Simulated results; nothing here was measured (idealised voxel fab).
The following is a process module called voxel capacitor over wiring.
This is section cut - it's 255 nm across, gridded in 5 nm square cells.
Format of a cross-section: grid, square cells. Given as bands. Order: top down. Band: one or more rows of cells.
First you get the band's top height and its bottom height, in nm, and then the materials it's made of, left to right, with each width in nm. If you see a single material with "full width", that one covers the band edge to edge. "blank" is empty space.
Heights from 0 (as-received wafer is one material below). Bottom band endless downward, as "0 -> down".
Think of "30..40" as a width that walks from the first number to the second as you go down the band, top row to bottom row, taking equal-sized steps from row to row.
For the purposes of this document, the phrase "no change occurred" attached to a step denotes that no cell within the cross-section was modified by that step.
"Closed-off voids" means: voids of 8 cells or more that are shut off from the top with no open way through. Written width x height at distance, distance from the left edge, in nm.
That trailing text on a step's line, after the settings, is the simulator's own remark on the step.
The optional step-line setting "overlay nm" applies to steps with a mask and quantifies how far to the right of its planned location the mask lay, a negative value indicating leftward placement.

Process steps foreseen in the plan:
- 1: RECEIVE: material Si
- 2: CONFORMAL_DEP: material SiO2, thk nm 15
- 3: DIRECTIONAL_DEP: material TiN, thk nm 5
- 4: DIRECTIONAL_DEP: material W, thk nm 15
- 5: PATTERN: tone cover, mask id METAL_1, material resist, width nm 20, pitch nm 70, thk nm 15, overlay nm 0
- 6: DIRECTIONAL_ETCH: etch materials W, depth nm 15
- 7: DIRECTIONAL_ETCH: etch materials TiN, depth nm 5
- 8: STRIP: etch materials resist
- 9: CONFORMAL_DEP: material SiN, thk nm 5
- 10: FILL_DEP: material lowk, thk nm 10
- 11: CMP: height nm 35
- 12: CONFORMAL_DEP: material SiCN, thk nm 5
- 13: DIRECTIONAL_DEP: material lowk, thk nm 20
- 14: DIRECTIONAL_DEP: material aC, thk nm 10
- 15: PATTERN: tone open, mask id PLUG_1, material resist, width nm 15, thk nm 25, overlay nm 0
- 16: DIRECTIONAL_ETCH: etch materials aC, depth nm 10
- 17: STRIP: etch materials resist
- 18: DIRECTIONAL_ETCH: etch materials lowk, depth nm 20
- 19: DIRECTIONAL_ETCH: etch materials SiCN, depth nm 5
- 20: STRIP: etch materials aC
- 21: CONFORMAL_DEP: material TiN, thk nm 5
- 22: FILL_DEP: material Ru, thk nm 10
- 23: CMP: height nm 60
- 24: DIRECTIONAL_DEP: material TiN, thk nm 10
- 25: DIRECTIONAL_DEP: material SiN, thk nm 5
- 26: DIRECTIONAL_DEP: material TiN, thk nm 5
- 27: PATTERN: tone cover, mask id UPPER_PLATE, material resist, width nm 55, thk nm 20, overlay nm 0
- 28: DIRECTIONAL_ETCH: etch materials TiN, depth nm 5
- 29: DIRECTIONAL_ETCH: etch materials SiN, depth nm 5
- 30: STRIP: etch materials resist
- 31: MASKED_ETCH: tone cover, mask id LOWER_PLATE, width nm 65, etch materials TiN, depth nm 10, overlay nm 0
- 32: FILL_DEP: material SiO2, thk nm 15
- 33: CMP: height nm 90
- 34: DIRECTIONAL_DEP: material aC, thk nm 15
- 35: PATTERN: tone open, mask id PLUG_2, material resist, width nm 15, thk nm 30, overlay nm 0
- 36: DIRECTIONAL_ETCH: etch materials aC, depth nm 15
- 37: STRIP: etch materials resist
- 38: DIRECTIONAL_ETCH: etch materials SiO2, depth nm 10
- 39: STRIP: etch materials aC
- 40: CONFORMAL_DEP: material TiN, thk nm 5
- 41: FILL_DEP: material Ru, thk nm 5
- 42: CMP: height nm 90
- 43: CONFORMAL_DEP: material SiCN, thk nm 5

On the first of the two wafers: run conducted according to plan:

As-received state of the wafer in cross-section, equivalent to post-step 1:
- 0 -> down  Si full width
- Closed-off voids: none

Wafer after step 2 (cross-section):
- 15 -> 0  SiO2 full width
- Below 0, no change.

Wafer after step 3 (cross-section):
- 20 -> 15  TiN full width
- Below 15, no change.

Wafer after step 4 (cross-section):
- 35 -> 20  W full width
- Below 20, no change.

Wafer after step 5 (cross-section):
- 50 -> 35  blank 80, resist 20, blank 50, resist 20, blank 85
- Below 35, no change.

Wafer after step 6 (cross-section):
- 50 -> 35  blank 80, resist 20, blank 50, resist 20, blank 85
- 35 -> 20  blank 80, W 20, blank 50, W 20, blank 85
- Below 20, no change.

Wafer after step 7 (cross-section):
- 50 -> 35  blank 80, resist 20, blank 50, resist 20, blank 85
- 35 -> 20  blank 80, W 20, blank 50, W 20, blank 85
- 20 -> 15  blank 80, TiN 20, blank 50, TiN 20, blank 85
- Below 15, no change.

Wafer after step 8 (cross-section):
- 35 -> 20  blank 80, W 20, blank 50, W 20, blank 85
- Below 20, no change.

Wafer after step 9 (cross-section):
- 40 -> 35  blank 75, SiN 30, blank 40, SiN 30, blank 80
- 35 -> 20  blank 75, SiN 5, W 20, SiN 5, blank 40, SiN 5, W 20, SiN 5, blank 80
- 20 -> 15  SiN 80, TiN 20, SiN 50, TiN 20, SiN 85
- Below 15, no change.

Wafer after step 10 (cross-section):
- 50 -> 40  lowk full width
- 40 -> 35  lowk 75, SiN 30, lowk 40, SiN 30, lowk 80
- 35 -> 20  lowk 75, SiN 5, W 20, SiN 5, lowk 40, SiN 5, W 20, SiN 5, lowk 80
- Below 20, no change.

Wafer after step 11 (cross-section):
- 35 -> 20  lowk 75, SiN 5, W 20, SiN 5, lowk 40, SiN 5, W 20, SiN 5, lowk 80
- Below 20, no change.

Wafer after step 12 (cross-section):
- 40 -> 35  SiCN full width
- Below 35, no change.

Wafer after step 13 (cross-section):
- 60 -> 40  lowk full width
- Below 40, no change.

Wafer after step 14 (cross-section):
- 70 -> 60  aC full width
- Below 60, no change.

Wafer after step 15 (cross-section):
- 95 -> 70  resist 85, blank 15, resist 155
- Below 70, no change.

Wafer after step 16 (cross-section):
- 85 -> 70  resist 85, blank 15, resist 155
- 70 -> 60  aC 85, blank 15, aC 155
- Below 60, no change.

Wafer after step 17 (cross-section):
- 70 -> 60  aC 85, blank 15, aC 155
- Below 60, no change.

Wafer after step 18 (cross-section):
- 70 -> 60  aC 85, blank 15, aC 155
- 60 -> 40  lowk 85, blank 15, lowk 155
- Below 40, no change.

Wafer after step 19 (cross-section):
- 70 -> 60  aC 85, blank 15, aC 155
- 60 -> 40  lowk 85, blank 15, lowk 155
- 40 -> 35  SiCN 85, blank 15, SiCN 155
- Below 35, no change.

Wafer after step 20 (cross-section):
- 60 -> 40  lowk 85, blank 15, lowk 155
- Below 40, no change.

Wafer after step 21 (cross-section):
- 65 -> 60  TiN 90, blank 5, TiN 160
- 60 -> 40  lowk 85, TiN 5, blank 5, TiN 5, lowk 155
- 40 -> 35  SiCN 85, TiN 15, SiCN 155
- Below 35, no change.

Wafer after step 22 (cross-section):
- 75 -> 65  Ru full width
- 65 -> 60  TiN 90, Ru 5, TiN 160
- 60 -> 40  lowk 85, TiN 5, Ru 5, TiN 5, lowk 155
- Below 40, no change.

Wafer after step 23 (cross-section):
- 60 -> 40  lowk 85, TiN 5, Ru 5, TiN 5, lowk 155
- Below 40, no change.

Wafer after step 24 (cross-section):
- 70 -> 60  TiN full width
- Below 60, no change.

Wafer after step 25 (cross-section):
- 75 -> 70  SiN full width
- Below 70, no change.

Wafer after step 26 (cross-section):
- 80 -> 75  TiN full width
- Below 75, no change.

Wafer after step 27 (cross-section):
- 100 -> 80  blank 85, resist 55, blank 115
- Below 80, no change.

Wafer after step 28 (cross-section):
- 100 -> 80  blank 85, resist 55, blank 115
- 80 -> 75  blank 85, TiN 55, blank 115
- Below 75, no change.

Wafer after step 29 (cross-section):
- 100 -> 80  blank 85, resist 55, blank 115
- 80 -> 75  blank 85, TiN 55, blank 115
- 75 -> 70  blank 85, SiN 55, blank 115
- Below 70, no change.

Wafer after step 30 (cross-section):
- 80 -> 75  blank 85, TiN 55, blank 115
- Below 75, no change.

Wafer after step 31 (cross-section):
- 80 -> 75  blank 85, TiN 55, blank 115
- 75 -> 70  blank 85, SiN 55, blank 115
- 70 -> 60  blank 80, TiN 65, blank 110
- Below 60, no change.

Wafer after step 32 (cross-section):
- 95 -> 80  SiO2 full width
- 80 -> 75  SiO2 85, TiN 55, SiO2 115
- 75 -> 70  SiO2 85, SiN 55, SiO2 115
- 70 -> 60  SiO2 80, TiN 65, SiO2 110
- Below 60, no change.

Wafer after step 33 (cross-section):
- 90 -> 80  SiO2 full width
- Below 80, no change.

Wafer after step 34 (cross-section):
- 105 -> 90  aC full width
- Below 90, no change.

Wafer after step 35 (cross-section):
- 135 -> 105  resist 95, blank 15, resist 145
- Below 105, no change.

Wafer after step 36 (cross-section):
- 120 -> 105  resist 95, blank 15, resist 145
- 105 -> 90  aC 95, blank 15, aC 145
- Below 90, no change.

Wafer after step 37 (cross-section):
- 105 -> 90  aC 95, blank 15, aC 145
- Below 90, no change.

Wafer after step 38 (cross-section):
- 105 -> 90  aC 95, blank 15, aC 145
- 90 -> 80  SiO2 95, blank 15, SiO2 145
- Below 80, no change.

Wafer after step 39 (cross-section):
- 90 -> 80  SiO2 95, blank 15, SiO2 145
- Below 80, no change.

Wafer after step 40 (cross-section):
- 95 -> 90  TiN 100, blank 5, TiN 150
- 90 -> 85  SiO2 95, TiN 5, blank 5, TiN 5, SiO2 145
- 85 -> 75  SiO2 95..85, TiN 15..55, SiO2 145..115
- Below 75, no change.

Wafer after step 41 (cross-section):
- 100 -> 95  Ru full width
- 95 -> 90  TiN 100, Ru 5, TiN 150
- 90 -> 85  SiO2 95, TiN 5, Ru 5, TiN 5, SiO2 145
- Below 85, no change.

Wafer after step 42 (cross-section):
- 90 -> 85  SiO2 95, TiN 5, Ru 5, TiN 5, SiO2 145
- Below 85, no change.

Wafer after step 43 (cross-section):
- 95 -> 90  SiCN full width
- Below 90, no change.

Second wafer. Start and plan as for the first. One mistake made in running. Agrees with the first up to and including step 34:

Cross-section of the second wafer at the time step 35 of the plan should have ended:
- 135 -> 105  blank 95, resist 15, blank 145
- Below 105, no change.

Cross-section of the second wafer at the time step 36 of the plan should have ended:
- 120 -> 105  blank 95, resist 15, blank 145
- 105 -> 90  blank 95, aC 15, blank 145
- Below 90, no change.

Cross-section of the second wafer at the time step 37 of the plan should have ended:
- 105 -> 90  blank 95, aC 15, blank 145
- Below 90, no change.

Cross-section of the second wafer at the time step 38 of the plan should have ended:
- 105 -> 90  blank 95, aC 15, blank 145
- 90 -> 80  blank 95, SiO2 15, blank 145
- Below 80, no change.

Cross-section of the second wafer at the time step 39 of the plan should have ended:
- 90 -> 80  blank 95, SiO2 15, blank 145
- Below 80, no change.

Cross-section of the second wafer at the time step 40 of the plan should have ended:
- 95 -> 90  blank 90, TiN 25, blank 140
- 90 -> 85  blank 90, TiN 5, SiO2 15, TiN 5, blank 140
- 85 -> 80  TiN 95, SiO2 15, TiN 145
- Below 80, no change.

Cross-section of the second wafer at the time step 41 of the plan should have ended:
- 100 -> 95  Ru full width
- 95 -> 90  Ru 90, TiN 25, Ru 140
- 90 -> 85  Ru 90, TiN 5, SiO2 15, TiN 5, Ru 140
- Below 85, no change.

Cross-section of the second wafer at the time step 42 of the plan should have ended:
- 90 -> 85  Ru 90, TiN 5, SiO2 15, TiN 5, Ru 140
- Below 85, no change.

Cross-section of the second wafer at the time step 43 of the plan should have ended:
- 95 -> 90  SiCN full width
- Below 90, no change.
The mistake made against the process plan was this: step 35 did not happen as planned, as run it was PATTERN: tone cover, mask id PLUG_2, material resist, width nm 15, thk nm 30, overlay nm 0
Wafer comparison, final, in cells, second relative to first, materials more or fewer: 45 more of Ru | 90 fewer of SiO2 | 45 more of TiN
